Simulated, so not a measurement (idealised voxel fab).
The following is a process module called voxel plated lines.
Square cells of 5 nm make up the cross-section cut, whose width is 195 nm.
This document writes a cross-section as a grid whose cells are square, and gives it as bands, listed from the top down; one or more rows of cells form a band.
Top, bottom (nm), then materials left to right with widths (nm); lone material tagged "full width" fills the whole band edge to edge; "air" = empty space.
The level at which height equals 0 is the one under which the wafer, as it arrives, is entirely one material. No lower edge exists for the bottom band, which continues downward and is notated as in "0 nm and below".
The two numbers in a width such as "30->40" mark its ends across the band: the first belongs to the top row of cells, the second to the bottom row, and from each row to the next the width moves by the same amount.
Step marked "nothing was modified"? Then no cell in the cross-section changed in it.
"Trapped voids" enumerates empty spaces isolated from the top, with no open way to it, that contain at least 8 cells, giving each as width x height at distance from the left edge, all three in nm.
Step line, after settings: the simulator's comment on this step.
overlay nm: step with mask; distance mask lay right of planned place; negative value = left of planned place.

Steps in the process plan:
1. RECEIVE, material Si
2. CONFORMAL_DEP, material SiN, thk nm 10
3. DIRECTIONAL_DEP, material TiN, thk nm 5
4. PATTERN, tone open, mask id LINES, material resist, width nm 15, pitch nm 40, thk nm 15, overlay nm 0
5. EPI, material Ru, thk nm 5
6. STRIP, etch materials resist
7. DIRECTIONAL_ETCH, etch materials TiN, depth nm 5
8. CONFORMAL_DEP, material SiCN, thk nm 10
The wafers in this document start out alike and differ in the width nm applied at step 4; the plan shows the value used for the first wafer.

Incoming state of the first of several wafers in cross-section: after step 1:
    0 nm and below = Si full width
    Trapped voids: none

First wafer of several, cross-section, module end, after step 8 (last):
    30 nm to 20 nm = air 40 nm, SiCN 35 nm, air 5 nm, SiCN 35 nm, air 5 nm, SiCN 35 nm, air 40 nm
    20 nm to 15 nm = SiCN 50 nm, Ru 15 nm, SiCN 25 nm, Ru 15 nm, SiCN 25 nm, Ru 15 nm, SiCN 50 nm
    15 nm to 10 nm = SiCN 50 nm, TiN 15 nm, SiCN 25 nm, TiN 15 nm, SiCN 25 nm, TiN 15 nm, SiCN 50 nm
    10 nm to 0 nm = SiN full width
    0 nm and below = Si full width
    Trapped voids: none

Last wafer of the set, cross-sectioned at end of module:
    30 nm to 20 nm = air 35 nm, SiCN 125 nm, air 35 nm
    20 nm to 15 nm = SiCN 45 nm, Ru 25 nm, SiCN 15 nm, Ru 25 nm, SiCN 15 nm, Ru 25 nm, SiCN 45 nm
    15 nm to 10 nm = SiCN 45 nm, TiN 25 nm, SiCN 15 nm, TiN 25 nm, SiCN 15 nm, TiN 25 nm, SiCN 45 nm
    10 nm to 0 nm = SiN full width
    0 nm and below = Si full width
    Trapped voids: none

Here is how to read the rows: every wafer has a row, and it shows the wafer at the end of the module, giving for each material how many cells were gained (+) or lost (-) since the wafer was received, then listing its closed voids:
width nm 15, +9 Ru, +102 SiCN, +78 SiN, +9 TiN, Trapped voids: none
width nm 20, +12 Ru, +102 SiCN, +78 SiN, +12 TiN, Trapped voids: none
width nm 25, +15 Ru, +98 SiCN, +78 SiN, +15 TiN, Trapped voids: none
